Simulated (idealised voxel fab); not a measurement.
Documented hereafter: the process module known as voxel wiring stack.
For reference, the cross-section in this document is cut, with width 180 nm and square cells of 5 nm.
Cross-section, as written here: a square-cell grid given band by band from the top down, where a band holds one or more rows of cells.
Heights first: top, then bottom, in nm. Then materials, left to right, each with a width in nm. "all across" on a single material: fills the band edge to edge. "blank": empty space.
Height 0 is the level under which the wafer as received is all one material. The lowest band goes on downwards, as in "0 nm and below".
Graded width ("30 to 40"): value in top row of band = first number; value in bottom row = second number; row-to-row change constant.
Where the words "remained unchanged" appear for a step, the cross-section shows no cell changed by that step; every cell remained as before.
"Closed void inventory" - sealed voids, min. 8 cells, no opening to top; format: width x height at distance (distance from left edge; nm throughout).
Heads up: the bit after the settings on a step's line is the simulator's remark on that step.
A step's line can hold "overlay nm"; with a mask on that step, the setting says how far right of the planned place the mask lay, while a negative setting says it lay to the left.

INTENDED PROCESS STEPS
1,RECEIVE [material Si]
2,CONFORMAL_DEP [material SiO2] [thk nm 10]
3,DIRECTIONAL_DEP [material TiN] [thk nm 5]
4,DIRECTIONAL_DEP [material Ru] [thk nm 20]
5,PATTERN [tone cover] [mask id METAL_1] [material resist] [width nm 30] [pitch nm 45] [thk nm 15] [overlay nm 0]
6,DIRECTIONAL_ETCH [etch materials Ru] [depth nm 20]
7,DIRECTIONAL_ETCH [etch materials TiN] [depth nm 5]
8,STRIP [etch materials resist]
9,FILL_DEP [material lowk] [thk nm 5]
10,CMP [height nm 35]
11,CONFORMAL_DEP [material SiCN] [thk nm 5]
12,DIRECTIONAL_DEP [material lowk] [thk nm 15]
13,MASKED_ETCH [tone open] [mask id PLUG_1] [width nm 15] [pitch nm 45] [etch materials lowk] [depth nm 15] [overlay nm 0]
14,MASKED_ETCH [tone open] [mask id PLUG_1] [width nm 15] [pitch nm 45] [etch materials SiCN] [depth nm 5] [overlay nm 0]
15,CONFORMAL_DEP [material TiN] [thk nm 5]
16,FILL_DEP [material Cu] [thk nm 5]
17,CMP [height nm 55]
18,DIRECTIONAL_DEP [material TiN] [thk nm 5]
19,DIRECTIONAL_DEP [material W] [thk nm 25]
20,DIRECTIONAL_DEP [material aC] [thk nm 15]
21,PATTERN [tone cover] [mask id METAL_2] [material resist] [width nm 30] [pitch nm 45] [thk nm 35] [overlay nm 0]
22,DIRECTIONAL_ETCH [etch materials aC] [depth nm 15]
23,STRIP [etch materials resist]
24,DIRECTIONAL_ETCH [etch materials W] [depth nm 25]
25,DIRECTIONAL_ETCH [etch materials TiN] [depth nm 5]
26,STRIP [etch materials aC]
27,CONFORMAL_DEP [material SiN] [thk nm 5]
28,FILL_DEP [material lowk] [thk nm 10]
29,CMP [height nm 85]
30,CONFORMAL_DEP [material SiCN] [thk nm 5]
31,DIRECTIONAL_DEP [material lowk] [thk nm 10]
32,MASKED_ETCH [tone open] [mask id PLUG_2] [width nm 15] [etch materials lowk] [depth nm 10] [overlay nm 0]
33,MASKED_ETCH [tone open] [mask id PLUG_2] [width nm 15] [etch materials SiCN] [depth nm 5] [overlay nm 0]
34,EPI [material Ru] [thk nm 10]
35,EPI [material Ru] [thk nm 5]
36,DIRECTIONAL_DEP [material TiN] [thk nm 5]
37,DIRECTIONAL_DEP [material W] [thk nm 25]
38,MASKED_ETCH [tone cover] [mask id METAL_3] [width nm 30] [pitch nm 45] [etch materials W] [depth nm 25] [overlay nm 0]
39,MASKED_ETCH [tone cover] [mask id METAL_3] [width nm 30] [pitch nm 45] [etch materials TiN] [depth nm 5] [overlay nm 0]
40,FILL_DEP [material lowk] [thk nm 5]
41,CMP [height nm 130]
42,CONFORMAL_DEP [material SiN] [thk nm 5]

CROSS-SECTION OF THE INCOMING WAFER, STATE AFTER STEP 1
0 nm and below: Si all across
Closed void inventory: none

RUN AS PLANNED - FIRST OF THE TWO WAFERS CROSS-SECTIONED AT THE END OF THE MODULE
135 nm to 130 nm: SiN all across
130 nm to 105 nm: lowk: 50; W: 30; lowk: 15; W: 30; lowk: 55
105 nm to 100 nm: lowk: 50; TiN: 30; lowk: 15; TiN: 30; lowk: 55
100 nm to 90 nm: lowk: 50; Ru: 15; lowk: 115
90 nm to 85 nm: SiCN: 50; Ru: 15; SiCN: 115
85 nm to 60 nm: lowk: 45; SiN: 5; W: 30; SiN: 5; lowk: 5; SiN: 5; W: 30; SiN: 5; lowk: 50
60 nm to 55 nm: SiN: 50; TiN: 30; SiN: 15; TiN: 30; SiN: 55
55 nm to 40 nm: lowk: 50; TiN: 5; Cu: 5; TiN: 5; lowk: 30; TiN: 5; Cu: 5; TiN: 5; lowk: 70
40 nm to 35 nm: SiCN: 50; TiN: 15; SiCN: 30; TiN: 15; SiCN: 70
35 nm to 15 nm: lowk: 50; Ru: 30; lowk: 15; Ru: 30; lowk: 55
15 nm to 10 nm: lowk: 50; TiN: 30; lowk: 15; TiN: 30; lowk: 55
10 nm to 0 nm: SiO2 all across
0 nm and below: Si all across
Closed void inventory: none

SO THIS IS WAFER NUMBER TWO OF THE TWO, CUT AT THE END OF THE MODULE - IT STARTED WHERE THE FIRST DID AND HAD THE SAME PLAN, WE JUST GOT ONE THING WRONG RUNNING IT
135 nm to 130 nm: SiN all across
130 nm to 120 nm: lowk: 50; W: 25; lowk: 105
120 nm to 105 nm: lowk: 50; W: 30; lowk: 15; W: 30; lowk: 55
105 nm to 100 nm: lowk: 50; TiN: 25; W: 5; lowk: 15; W: 30; lowk: 55
100 nm to 95 nm: lowk: 40; Ru: 35; W: 5; lowk: 15; W: 30; lowk: 55
95 nm to 90 nm: lowk: 40; Ru: 35; TiN: 5; lowk: 15; TiN: 30; lowk: 55
90 nm to 85 nm: SiCN: 50; Ru: 15; SiCN: 115
85 nm to 60 nm: lowk: 45; SiN: 5; W: 30; SiN: 5; lowk: 5; SiN: 5; W: 30; SiN: 5; lowk: 50
60 nm to 55 nm: SiN: 50; TiN: 30; SiN: 15; TiN: 30; SiN: 55
55 nm to 40 nm: lowk: 50; TiN: 5; Cu: 5; TiN: 5; lowk: 30; TiN: 5; Cu: 5; TiN: 5; lowk: 70
40 nm to 35 nm: SiCN: 50; TiN: 15; SiCN: 30; TiN: 15; SiCN: 70
35 nm to 15 nm: lowk: 50; Ru: 30; lowk: 15; Ru: 30; lowk: 55
15 nm to 10 nm: lowk: 50; TiN: 30; lowk: 15; TiN: 30; lowk: 55
10 nm to 0 nm: SiO2 all across
0 nm and below: Si all across
Closed void inventory: none
So what did we get wrong on this run? no execution of plan step 31; skipped
Wafer comparison, final, in cells, second relative to first, materials more or fewer: 8 more of Ru | 8 fewer of lowk
